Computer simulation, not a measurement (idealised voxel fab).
Process module name: voxel transistor to metal
The figure presents cross-section cut, which has a width of 185 nm and is divided into square cells with an edge length of 5 nm.
Just so we're on the same page, the cross-sections are grids of square cells, and they're listed out in bands top to bottom, each band one or more rows deep.
The band entry comprises the height of the band's top followed by the height of its bottom, expressed in nm, and subsequently the band's materials from left to right, each stated together with its width in nm. Where a single material is marked with the word "throughout", that material fills the band from edge to edge. The word "blank" represents empty space.
Height 0 is the level under which the wafer as received is all one material. The lowest band goes on downwards, as in "0 and below".
Quick explanation for "30->40": the width changes in equal steps down the rows of cells, from the first number in the band's top row to the second number in its bottom row.
Where a step carries "remains unaltered", the cross-section came out of it unchanged, cell for cell.
Under "Encapsulated voids" you'll find the enclosed gaps, the ones with no way out to the top, that are 8 cells or bigger; each reads width x height at distance, with distance counted from the left edge, everything in nm.
Note: text after step settings on the step line = simulator remark on that step.
If you see "overlay nm" on a step's line and that step has a mask, it's telling you how far right of where it was planned the mask ended up; a negative number means it went left instead.
PROCESS STEPS - PLAN
| 1 | RECEIVE,material Si |
| 2 | CONFORMAL_DEP,material SiO2,thk nm 5 |
| 3 | CONFORMAL_DEP,material SiN,thk nm 15 |
| 4 | PATTERN,tone cover,mask id ACTIVE,material resist,width nm 105,thk nm 20,overlay nm 0 |
| 5 | DIRECTIONAL_ETCH,etch materials SiN,depth nm 15 |
| 6 | DIRECTIONAL_ETCH,etch materials SiO2,depth nm 5 |
| 7 | DIRECTIONAL_ETCH,etch materials Si,depth nm 30 |
| 8 | STRIP,etch materials resist |
| 9 | FILL_DEP,material SiO2,thk nm 5 |
| 10 | CMP,height nm 20 |
| 11 | SELECTIVE_ETCH,etch materials SiO2,depth nm 5 |
| 12 | STRIP,etch materials SiN |
| 13 | SELECTIVE_ETCH,etch materials SiO2,depth nm 5 |
| 14 | OXIDIZE,depth nm 5 |
| 15 | DIRECTIONAL_DEP,material polySi,thk nm 30 |
| 16 | DIRECTIONAL_DEP,material SiCN,thk nm 10 |
| 17 | PATTERN,tone cover,mask id GATE,material resist,width nm 25,thk nm 20,overlay nm 0 |
| 18 | DIRECTIONAL_ETCH,etch materials SiCN,depth nm 20 |
| 19 | DIRECTIONAL_ETCH,etch materials polySi,depth nm 40 |
| 20 | STRIP,etch materials resist |
| 21 | CONFORMAL_DEP,material SiN,thk nm 10 |
| 22 | DIRECTIONAL_ETCH,etch materials SiN,depth nm 10 |
| 23 | DIRECTIONAL_ETCH,etch materials SiO2,depth nm 5 |
| 24 | DIRECTIONAL_ETCH,etch materials Si,depth nm 10 |
| 25 | EPI,material nSi,thk nm 10 |
| 26 | FILL_DEP,material SiO2,thk nm 10 |
| 27 | CMP,height nm 40 |
| 28 | DIRECTIONAL_DEP,material SiO2,thk nm 15 |
| 29 | PATTERN,tone open,mask id CONTACT,material resist,width nm 20,pitch nm 75,thk nm 15,overlay nm 0 |
| 30 | DIRECTIONAL_ETCH,etch materials SiO2,depth nm 60 |
| 31 | STRIP,etch materials resist |
| 32 | CONFORMAL_DEP,material TiN,thk nm 5 |
| 33 | FILL_DEP,material Ru,thk nm 5 |
| 34 | CMP,height nm 55 |
| 35 | DIRECTIONAL_DEP,material TiN,thk nm 5 |
| 36 | DIRECTIONAL_DEP,material W,thk nm 20 |
| 37 | MASKED_ETCH,tone cover,mask id METAL_1,width nm 20,pitch nm 75,etch materials W,depth nm 20,overlay nm 0 |
| 38 | MASKED_ETCH,tone cover,mask id METAL_1,width nm 20,pitch nm 75,etch materials TiN,depth nm 5,overlay nm 0 |
| 39 | CONFORMAL_DEP,material SiCN,thk nm 5 |
| 40 | FILL_DEP,material SiO2,thk nm 5 |
| 41 | CMP,height nm 80 |
| 42 | CONFORMAL_DEP,material SiCN,thk nm 5 |
FIRST OF THE TWO WAFERS, RUN PER PLAN
STEP 1 COMPLETE: CROSS-SECTION OF THE WAFER AS RECEIVED
0 and below: Si throughout
Encapsulated voids: none
ONCE STEP 2 IS THROUGH, THE WAFER LOOKS LIKE THIS IN CROSS-SECTION
5 down to 0: SiO2 throughout
Note: structure below 0 unchanged.
ONCE STEP 3 IS THROUGH, THE WAFER LOOKS LIKE THIS IN CROSS-SECTION
20 down to 5: SiN throughout
Note: structure below 5 unchanged.
ONCE STEP 4 IS THROUGH, THE WAFER LOOKS LIKE THIS IN CROSS-SECTION
40 down to 20: blank (40) / resist (105) / blank (40)
Note: structure below 20 unchanged.
ONCE STEP 5 IS THROUGH, THE WAFER LOOKS LIKE THIS IN CROSS-SECTION
40 down to 20: blank (40) / resist (105) / blank (40)
20 down to 5: blank (40) / SiN (105) / blank (40)
Note: structure below 5 unchanged.
ONCE STEP 6 IS THROUGH, THE WAFER LOOKS LIKE THIS IN CROSS-SECTION
40 down to 20: blank (40) / resist (105) / blank (40)
20 down to 5: blank (40) / SiN (105) / blank (40)
5 down to 0: blank (40) / SiO2 (105) / blank (40)
Note: structure below 0 unchanged.
ONCE STEP 7 IS THROUGH, THE WAFER LOOKS LIKE THIS IN CROSS-SECTION
40 down to 20: blank (40) / resist (105) / blank (40)
20 down to 5: blank (40) / SiN (105) / blank (40)
5 down to 0: blank (40) / SiO2 (105) / blank (40)
0 down to -30: blank (40) / Si (105) / blank (40)
Note: structure below -30 unchanged.
ONCE STEP 8 IS THROUGH, THE WAFER LOOKS LIKE THIS IN CROSS-SECTION
20 down to 5: blank (40) / SiN (105) / blank (40)
Note: structure below 5 unchanged.
ONCE STEP 9 IS THROUGH, THE WAFER LOOKS LIKE THIS IN CROSS-SECTION
25 down to 20: SiO2 throughout
20 down to 5: SiO2 (40) / SiN (105) / SiO2 (40)
5 down to 0: SiO2 throughout
0 down to -30: SiO2 (40) / Si (105) / SiO2 (40)
Note: structure below -30 unchanged.
ONCE STEP 10 IS THROUGH, THE WAFER LOOKS LIKE THIS IN CROSS-SECTION
20 down to 5: SiO2 (40) / SiN (105) / SiO2 (40)
Note: structure below 5 unchanged.
ONCE STEP 11 IS THROUGH, THE WAFER LOOKS LIKE THIS IN CROSS-SECTION
20 down to 15: blank (40) / SiN (105) / blank (40)
Note: structure below 15 unchanged.
ONCE STEP 12 IS THROUGH, THE WAFER LOOKS LIKE THIS IN CROSS-SECTION
15 down to 5: SiO2 (40) / blank (105) / SiO2 (40)
Note: structure below 5 unchanged.
ONCE STEP 13 IS THROUGH, THE WAFER LOOKS LIKE THIS IN CROSS-SECTION
10 down to 0: SiO2 (35) / blank (115) / SiO2 (35)
Note: structure below 0 unchanged.
ONCE STEP 14 IS THROUGH, THE WAFER LOOKS LIKE THIS IN CROSS-SECTION
10 down to 0: SiO2 (35) / blank (115) / SiO2 (35)
0 down to -5: SiO2 throughout
Note: structure below -5 unchanged.
ONCE STEP 15 IS THROUGH, THE WAFER LOOKS LIKE THIS IN CROSS-SECTION
40 down to 30: polySi (35) / blank (115) / polySi (35)
30 down to 10: polySi throughout
10 down to 0: SiO2 (35) / polySi (115) / SiO2 (35)
Note: structure below 0 unchanged.
ONCE STEP 16 IS THROUGH, THE WAFER LOOKS LIKE THIS IN CROSS-SECTION
50 down to 40: SiCN (35) / blank (115) / SiCN (35)
40 down to 30: polySi (35) / SiCN (115) / polySi (35)
Note: structure below 30 unchanged.
ONCE STEP 17 IS THROUGH, THE WAFER LOOKS LIKE THIS IN CROSS-SECTION
70 down to 50: blank (80) / resist (25) / blank (80)
50 down to 40: SiCN (35) / blank (45) / resist (25) / blank (45) / SiCN (35)
Note: structure below 40 unchanged.
ONCE STEP 18 IS THROUGH, THE WAFER LOOKS LIKE THIS IN CROSS-SECTION
70 down to 40: blank (80) / resist (25) / blank (80)
40 down to 30: polySi (35) / blank (45) / SiCN (25) / blank (45) / polySi (35)
Note: structure below 30 unchanged.
ONCE STEP 19 IS THROUGH, THE WAFER LOOKS LIKE THIS IN CROSS-SECTION
70 down to 40: blank (80) / resist (25) / blank (80)
40 down to 30: blank (80) / SiCN (25) / blank (80)
30 down to 10: blank (80) / polySi (25) / blank (80)
10 down to 0: SiO2 (35) / blank (45) / polySi (25) / blank (45) / SiO2 (35)
Note: structure below 0 unchanged.
ONCE STEP 20 IS THROUGH, THE WAFER LOOKS LIKE THIS IN CROSS-SECTION
40 down to 30: blank (80) / SiCN (25) / blank (80)
Note: structure below 30 unchanged.
ONCE STEP 21 IS THROUGH, THE WAFER LOOKS LIKE THIS IN CROSS-SECTION
50 down to 40: blank (70) / SiN (45) / blank (70)
40 down to 30: blank (70) / SiN (10) / SiCN (25) / SiN (10) / blank (70)
30 down to 20: blank (70) / SiN (10) / polySi (25) / SiN (10) / blank (70)
20 down to 10: SiN (45) / blank (25) / SiN (10) / polySi (25) / SiN (10) / blank (25) / SiN (45)
10 down to 0: SiO2 (35) / SiN (45) / polySi (25) / SiN (45) / SiO2 (35)
Note: structure below 0 unchanged.
ONCE STEP 22 IS THROUGH, THE WAFER LOOKS LIKE THIS IN CROSS-SECTION
40 down to 30: blank (70) / SiN (10) / SiCN (25) / SiN (10) / blank (70)
30 down to 10: blank (70) / SiN (10) / polySi (25) / SiN (10) / blank (70)
10 down to 0: SiO2 (35) / SiN (10) / blank (25) / SiN (10) / polySi (25) / SiN (10) / blank (25) / SiN (10) / SiO2 (35)
Note: structure below 0 unchanged.
ONCE STEP 23 IS THROUGH, THE WAFER LOOKS LIKE THIS IN CROSS-SECTION
40 down to 30: blank (70) / SiN (10) / SiCN (25) / SiN (10) / blank (70)
30 down to 10: blank (70) / SiN (10) / polySi (25) / SiN (10) / blank (70)
10 down to 5: blank (35) / SiN (10) / blank (25) / SiN (10) / polySi (25) / SiN (10) / blank (25) / SiN (10) / blank (35)
5 down to 0: SiO2 (35) / SiN (10) / blank (25) / SiN (10) / polySi (25) / SiN (10) / blank (25) / SiN (10) / SiO2 (35)
0 down to -5: SiO2 (45) / blank (25) / SiO2 (45) / blank (25) / SiO2 (45)
Note: structure below -5 unchanged.
ONCE STEP 24 IS THROUGH, THE WAFER LOOKS LIKE THIS IN CROSS-SECTION
40 down to 30: blank (70) / SiN (10) / SiCN (25) / SiN (10) / blank (70)
30 down to 10: blank (70) / SiN (10) / polySi (25) / SiN (10) / blank (70)
10 down to 5: blank (35) / SiN (10) / blank (25) / SiN (10) / polySi (25) / SiN (10) / blank (25) / SiN (10) / blank (35)
5 down to 0: SiO2 (35) / SiN (10) / blank (25) / SiN (10) / polySi (25) / SiN (10) / blank (25) / SiN (10) / SiO2 (35)
0 down to -5: SiO2 (45) / blank (25) / SiO2 (45) / blank (25) / SiO2 (45)
-5 down to -15: SiO2 (40) / Si (5) / blank (25) / Si (45) / blank (25) / Si (5) / SiO2 (40)
Note: structure below -15 unchanged.
ONCE STEP 25 IS THROUGH, THE WAFER LOOKS LIKE THIS IN CROSS-SECTION
40 down to 30: blank (70) / SiN (10) / SiCN (25) / SiN (10) / blank (70)
30 down to 10: blank (70) / SiN (10) / polySi (25) / SiN (10) / blank (70)
10 down to 5: blank (35) / SiN (10) / blank (25) / SiN (10) / polySi (25) / SiN (10) / blank (25) / SiN (10) / blank (35)
5 down to 0: SiO2 (35) / SiN (10) / nSi (10) / blank (5) / nSi (10) / SiN (10) / polySi (25) / SiN (10) / nSi (10) / blank (5) / nSi (10) / SiN (10) / SiO2 (35)
0 down to -5: SiO2 (45) / nSi (10) / blank (5) / nSi (10) / SiO2 (45) / nSi (10) / blank (5) / nSi (10) / SiO2 (45)
-5 down to -15: SiO2 (40) / Si (5) / nSi (25) / Si (45) / nSi (25) / Si (5) / SiO2 (40)
Note: structure below -15 unchanged.
ONCE STEP 26 IS THROUGH, THE WAFER LOOKS LIKE THIS IN CROSS-SECTION
50 down to 40: SiO2 throughout
40 down to 30: SiO2 (70) / SiN (10) / SiCN (25) / SiN (10) / SiO2 (70)
30 down to 10: SiO2 (70) / SiN (10) / polySi (25) / SiN (10) / SiO2 (70)
10 down to 5: SiO2 (35) / SiN (10) / SiO2 (25) / SiN (10) / polySi (25) / SiN (10) / SiO2 (25) / SiN (10) / SiO2 (35)
5 down to 0: SiO2 (35) / SiN (10) / nSi (10) / SiO2 (5) / nSi (10) / SiN (10) / polySi (25) / SiN (10) / nSi (10) / SiO2 (5) / nSi (10) / SiN (10) / SiO2 (35)
0 down to -5: SiO2 (45) / nSi (10) / SiO2 (5) / nSi (10) / SiO2 (45) / nSi (10) / SiO2 (5) / nSi (10) / SiO2 (45)
Note: structure below -5 unchanged.
ONCE STEP 27 IS THROUGH, THE WAFER LOOKS LIKE THIS IN CROSS-SECTION
40 down to 30: SiO2 (70) / SiN (10) / SiCN (25) / SiN (10) / SiO2 (70)
Note: structure below 30 unchanged.
ONCE STEP 28 IS THROUGH, THE WAFER LOOKS LIKE THIS IN CROSS-SECTION
55 down to 40: SiO2 throughout
Note: structure below 40 unchanged.
ONCE STEP 29 IS THROUGH, THE WAFER LOOKS LIKE THIS IN CROSS-SECTION
70 down to 55: resist (45) / blank (20) / resist (55) / blank (20) / resist (45)
Note: structure below 55 unchanged.
ONCE STEP 30 IS THROUGH, THE WAFER LOOKS LIKE THIS IN CROSS-SECTION
70 down to 55: resist (45) / blank (20) / resist (55) / blank (20) / resist (45)
55 down to 40: SiO2 (45) / blank (20) / SiO2 (55) / blank (20) / SiO2 (45)
40 down to 30: SiO2 (45) / blank (20) / SiO2 (5) / SiN (10) / SiCN (25) / SiN (10) / SiO2 (5) / blank (20) / SiO2 (45)
30 down to 10: SiO2 (45) / blank (20) / SiO2 (5) / SiN (10) / polySi (25) / SiN (10) / SiO2 (5) / blank (20) / SiO2 (45)
10 down to 5: SiO2 (35) / SiN (10) / blank (20) / SiO2 (5) / SiN (10) / polySi (25) / SiN (10) / SiO2 (5) / blank (20) / SiN (10) / SiO2 (35)
5 down to 0: SiO2 (35) / SiN (10) / nSi (10) / blank (5) / nSi (10) / SiN (10) / polySi (25) / SiN (10) / nSi (10) / blank (5) / nSi (10) / SiN (10) / SiO2 (35)
0 down to -5: SiO2 (45) / nSi (10) / blank (5) / nSi (10) / SiO2 (45) / nSi (10) / blank (5) / nSi (10) / SiO2 (45)
Note: structure below -5 unchanged.
ONCE STEP 31 IS THROUGH, THE WAFER LOOKS LIKE THIS IN CROSS-SECTION
55 down to 40: SiO2 (45) / blank (20) / SiO2 (55) / blank (20) / SiO2 (45)
Note: structure below 40 unchanged.
ONCE STEP 32 IS THROUGH, THE WAFER LOOKS LIKE THIS IN CROSS-SECTION
60 down to 55: TiN (50) / blank (10) / TiN (65) / blank (10) / TiN (50)
55 down to 40: SiO2 (45) / TiN (5) / blank (10) / TiN (5) / SiO2 (55) / TiN (5) / blank (10) / TiN (5) / SiO2 (45)
40 down to 30: SiO2 (45) / TiN (5) / blank (10) / TiN (5) / SiO2 (5) / SiN (10) / SiCN (25) / SiN (10) / SiO2 (5) / TiN (5) / blank (10) / TiN (5) / SiO2 (45)
30 down to 10: SiO2 (45) / TiN (5) / blank (10) / TiN (5) / SiO2 (5) / SiN (10) / polySi (25) / SiN (10) / SiO2 (5) / TiN (5) / blank (10) / TiN (5) / SiO2 (45)
10 down to 5: SiO2 (35) / SiN (10) / TiN (20) / SiO2 (5) / SiN (10) / polySi (25) / SiN (10) / SiO2 (5) / TiN (20) / SiN (10) / SiO2 (35)
5 down to 0: SiO2 (35) / SiN (10) / nSi (10) / TiN (5) / nSi (10) / SiN (10) / polySi (25) / SiN (10) / nSi (10) / TiN (5) / nSi (10) / SiN (10) / SiO2 (35)
0 down to -5: SiO2 (45) / nSi (10) / TiN (5) / nSi (10) / SiO2 (45) / nSi (10) / TiN (5) / nSi (10) / SiO2 (45)
Note: structure below -5 unchanged.
ONCE STEP 33 IS THROUGH, THE WAFER LOOKS LIKE THIS IN CROSS-SECTION
65 down to 60: Ru throughout
60 down to 55: TiN (50) / Ru (10) / TiN (65) / Ru (10) / TiN (50)
55 down to 40: SiO2 (45) / TiN (5) / Ru (10) / TiN (5) / SiO2 (55) / TiN (5) / Ru (10) / TiN (5) / SiO2 (45)
40 down to 30: SiO2 (45) / TiN (5) / Ru (10) / TiN (5) / SiO2 (5) / SiN (10) / SiCN (25) / SiN (10) / SiO2 (5) / TiN (5) / Ru (10) / TiN (5) / SiO2 (45)
30 down to 10: SiO2 (45) / TiN (5) / Ru (10) / TiN (5) / SiO2 (5) / SiN (10) / polySi (25) / SiN (10) / SiO2 (5) / TiN (5) / Ru (10) / TiN (5) / SiO2 (45)
Note: structure below 10 unchanged.
ONCE STEP 34 IS THROUGH, THE WAFER LOOKS LIKE THIS IN CROSS-SECTION
55 down to 40: SiO2 (45) / TiN (5) / Ru (10) / TiN (5) / SiO2 (55) / TiN (5) / Ru (10) / TiN (5) / SiO2 (45)
Note: structure below 40 unchanged.
ONCE STEP 35 IS THROUGH, THE WAFER LOOKS LIKE THIS IN CROSS-SECTION
60 down to 55: TiN throughout
Note: structure below 55 unchanged.
ONCE STEP 36 IS THROUGH, THE WAFER LOOKS LIKE THIS IN CROSS-SECTION
80 down to 60: W throughout
Note: structure below 60 unchanged.
ONCE STEP 37 IS THROUGH, THE WAFER LOOKS LIKE THIS IN CROSS-SECTION
80 down to 60: blank (45) / W (20) / blank (55) / W (20) / blank (45)
Note: structure below 60 unchanged.
ONCE STEP 38 IS THROUGH, THE WAFER LOOKS LIKE THIS IN CROSS-SECTION
80 down to 60: blank (45) / W (20) / blank (55) / W (20) / blank (45)
60 down to 55: blank (45) / TiN (20) / blank (55) / TiN (20) / blank (45)
Note: structure below 55 unchanged.
ONCE STEP 39 IS THROUGH, THE WAFER LOOKS LIKE THIS IN CROSS-SECTION
85 down to 80: blank (40) / SiCN (30) / blank (45) / SiCN (30) / blank (40)
80 down to 60: blank (40) / SiCN (5) / W (20) / SiCN (5) / blank (45) / SiCN (5) / W (20) / SiCN (5) / blank (40)
60 down to 55: SiCN (45) / TiN (20) / SiCN (55) / TiN (20) / SiCN (45)
Note: structure below 55 unchanged.
ONCE STEP 40 IS THROUGH, THE WAFER LOOKS LIKE THIS IN CROSS-SECTION
90 down to 85: SiO2 throughout
85 down to 80: SiO2 (40) / SiCN (30) / SiO2 (45) / SiCN (30) / SiO2 (40)
80 down to 60: SiO2 (40) / SiCN (5) / W (20) / SiCN (5) / SiO2 (45) / SiCN (5) / W (20) / SiCN (5) / SiO2 (40)
Note: structure below 60 unchanged.
ONCE STEP 41 IS THROUGH, THE WAFER LOOKS LIKE THIS IN CROSS-SECTION
80 down to 60: SiO2 (40) / SiCN (5) / W (20) / SiCN (5) / SiO2 (45) / SiCN (5) / W (20) / SiCN (5) / SiO2 (40)
Note: structure below 60 unchanged.
ONCE STEP 42 IS THROUGH, THE WAFER LOOKS LIKE THIS IN CROSS-SECTION
85 down to 80: SiCN throughout
Note: structure below 80 unchanged.
THE SECOND WAFER: COMMON ORIGIN AND PLAN, ONE MISTAKE IN EXECUTION, IDENTICAL TO THE FIRST THROUGH STEP 28
SECOND WAFER, SECTIONED VIEW, AT STEP 29'S PLANNED END TIME
70 down to 55: blank (45) / resist (20) / blank (55) / resist (20) / blank (45)
Note: structure below 55 unchanged.
SECOND WAFER, SECTIONED VIEW, AT STEP 30'S PLANNED END TIME
70 down to 55: blank (45) / resist (20) / blank (55) / resist (20) / blank (45)
55 down to 40: blank (45) / SiO2 (20) / blank (55) / SiO2 (20) / blank (45)
40 down to 30: blank (45) / SiO2 (20) / blank (5) / SiN (10) / SiCN (25) / SiN (10) / blank (5) / SiO2 (20) / blank (45)
30 down to 10: blank (45) / SiO2 (20) / blank (5) / SiN (10) / polySi (25) / SiN (10) / blank (5) / SiO2 (20) / blank (45)
10 down to 5: blank (35) / SiN (10) / SiO2 (20) / blank (5) / SiN (10) / polySi (25) / SiN (10) / blank (5) / SiO2 (20) / SiN (10) / blank (35)
5 down to 0: blank (35) / SiN (10) / nSi (10) / SiO2 (5) / nSi (10) / SiN (10) / polySi (25) / SiN (10) / nSi (10) / SiO2 (5) / nSi (10) / SiN (10) / blank (35)
0 down to -5: blank (35) / SiO2 (10) / nSi (10) / SiO2 (5) / nSi (10) / SiO2 (45) / nSi (10) / SiO2 (5) / nSi (10) / SiO2 (10) / blank (35)
Note: structure below -5 unchanged.
SECOND WAFER, SECTIONED VIEW, AT STEP 31'S PLANNED END TIME
55 down to 40: blank (45) / SiO2 (20) / blank (55) / SiO2 (20) / blank (45)
Note: structure below 40 unchanged.
SECOND WAFER, SECTIONED VIEW, AT STEP 32'S PLANNED END TIME
60 down to 55: blank (40) / TiN (30) / blank (45) / TiN (30) / blank (40)
55 down to 45: blank (40) / TiN (5) / SiO2 (20) / TiN (5) / blank (45) / TiN (5) / SiO2 (20) / TiN (5) / blank (40)
45 down to 40: blank (40) / TiN (5) / SiO2 (20) / TiN (55) / SiO2 (20) / TiN (5) / blank (40)
40 down to 30: blank (40) / TiN (5) / SiO2 (20) / TiN (5) / SiN (10) / SiCN (25) / SiN (10) / TiN (5) / SiO2 (20) / TiN (5) / blank (40)
30 down to 15: blank (40) / TiN (5) / SiO2 (20) / TiN (5) / SiN (10) / polySi (25) / SiN (10) / TiN (5) / SiO2 (20) / TiN (5) / blank (40)
15 down to 10: blank (30) / TiN (15) / SiO2 (20) / TiN (5) / SiN (10) / polySi (25) / SiN (10) / TiN (5) / SiO2 (20) / TiN (15) / blank (30)
10 down to 5: blank (30) / TiN (5) / SiN (10) / SiO2 (20) / TiN (5) / SiN (10) / polySi (25) / SiN (10) / TiN (5) / SiO2 (20) / SiN (10) / TiN (5) / blank (30)
5 down to 0: blank (30) / TiN (5) / SiN (10) / nSi (10) / SiO2 (5) / nSi (10) / SiN (10) / polySi (25) / SiN (10) / nSi (10) / SiO2 (5) / nSi (10) / SiN (10) / TiN (5) / blank (30)
0 down to -5: TiN (35) / SiO2 (10) / nSi (10) / SiO2 (5) / nSi (10) / SiO2 (45) / nSi (10) / SiO2 (5) / nSi (10) / SiO2 (10) / TiN (35)
Note: structure below -5 unchanged.
SECOND WAFER, SECTIONED VIEW, AT STEP 33'S PLANNED END TIME
65 down to 60: Ru throughout
60 down to 55: Ru (40) / TiN (30) / Ru (45) / TiN (30) / Ru (40)
55 down to 45: Ru (40) / TiN (5) / SiO2 (20) / TiN (5) / Ru (45) / TiN (5) / SiO2 (20) / TiN (5) / Ru (40)
45 down to 40: Ru (40) / TiN (5) / SiO2 (20) / TiN (55) / SiO2 (20) / TiN (5) / Ru (40)
40 down to 30: Ru (40) / TiN (5) / SiO2 (20) / TiN (5) / SiN (10) / SiCN (25) / SiN (10) / TiN (5) / SiO2 (20) / TiN (5) / Ru (40)
30 down to 15: Ru (40) / TiN (5) / SiO2 (20) / TiN (5) / SiN (10) / polySi (25) / SiN (10) / TiN (5) / SiO2 (20) / TiN (5) / Ru (40)
15 down to 10: Ru (30) / TiN (15) / SiO2 (20) / TiN (5) / SiN (10) / polySi (25) / SiN (10) / TiN (5) / SiO2 (20) / TiN (15) / Ru (30)
10 down to 5: Ru (30) / TiN (5) / SiN (10) / SiO2 (20) / TiN (5) / SiN (10) / polySi (25) / SiN (10) / TiN (5) / SiO2 (20) / SiN (10) / TiN (5) / Ru (30)
5 down to 0: Ru (30) / TiN (5) / SiN (10) / nSi (10) / SiO2 (5) / nSi (10) / SiN (10) / polySi (25) / SiN (10) / nSi (10) / SiO2 (5) / nSi (10) / SiN (10) / TiN (5) / Ru (30)
Note: structure below 0 unchanged.
SECOND WAFER, SECTIONED VIEW, AT STEP 34'S PLANNED END TIME
55 down to 45: Ru (40) / TiN (5) / SiO2 (20) / TiN (5) / Ru (45) / TiN (5) / SiO2 (20) / TiN (5) / Ru (40)
Note: structure below 45 unchanged.
SECOND WAFER, SECTIONED VIEW, AT STEP 35'S PLANNED END TIME
60 down to 55: TiN throughout
Note: structure below 55 unchanged.
SECOND WAFER, SECTIONED VIEW, AT STEP 36'S PLANNED END TIME
80 down to 60: W throughout
Note: structure below 60 unchanged.
SECOND WAFER, SECTIONED VIEW, AT STEP 37'S PLANNED END TIME
80 down to 60: blank (45) / W (20) / blank (55) / W (20) / blank (45)
Note: structure below 60 unchanged.
SECOND WAFER, SECTIONED VIEW, AT STEP 38'S PLANNED END TIME
80 down to 60: blank (45) / W (20) / blank (55) / W (20) / blank (45)
60 down to 55: blank (45) / TiN (20) / blank (55) / TiN (20) / blank (45)
Note: structure below 55 unchanged.
SECOND WAFER, SECTIONED VIEW, AT STEP 39'S PLANNED END TIME
85 down to 80: blank (40) / SiCN (30) / blank (45) / SiCN (30) / blank (40)
80 down to 60: blank (40) / SiCN (5) / W (20) / SiCN (5) / blank (45) / SiCN (5) / W (20) / SiCN (5) / blank (40)
60 down to 55: SiCN (45) / TiN (20) / SiCN (55) / TiN (20) / SiCN (45)
Note: structure below 55 unchanged.
SECOND WAFER, SECTIONED VIEW, AT STEP 40'S PLANNED END TIME
90 down to 85: SiO2 throughout
85 down to 80: SiO2 (40) / SiCN (30) / SiO2 (45) / SiCN (30) / SiO2 (40)
80 down to 60: SiO2 (40) / SiCN (5) / W (20) / SiCN (5) / SiO2 (45) / SiCN (5) / W (20) / SiCN (5) / SiO2 (40)
Note: structure below 60 unchanged.
SECOND WAFER, SECTIONED VIEW, AT STEP 41'S PLANNED END TIME
80 down to 60: SiO2 (40) / SiCN (5) / W (20) / SiCN (5) / SiO2 (45) / SiCN (5) / W (20) / SiCN (5) / SiO2 (40)
Note: structure below 60 unchanged.
SECOND WAFER, SECTIONED VIEW, AT STEP 42'S PLANNED END TIME
85 down to 80: SiCN throughout
Note: structure below 80 unchanged.
Deviation from plan: step 29 did not happen as planned, as run it was PATTERN,tone cover,mask id CONTACT,material resist,width nm 20,pitch nm 75,thk nm 15,overlay nm 0
Counted in cells at the end, the second wafer holds more or fewer of these materials than the first: +146 Ru | -167 SiO2 | +21 TiN
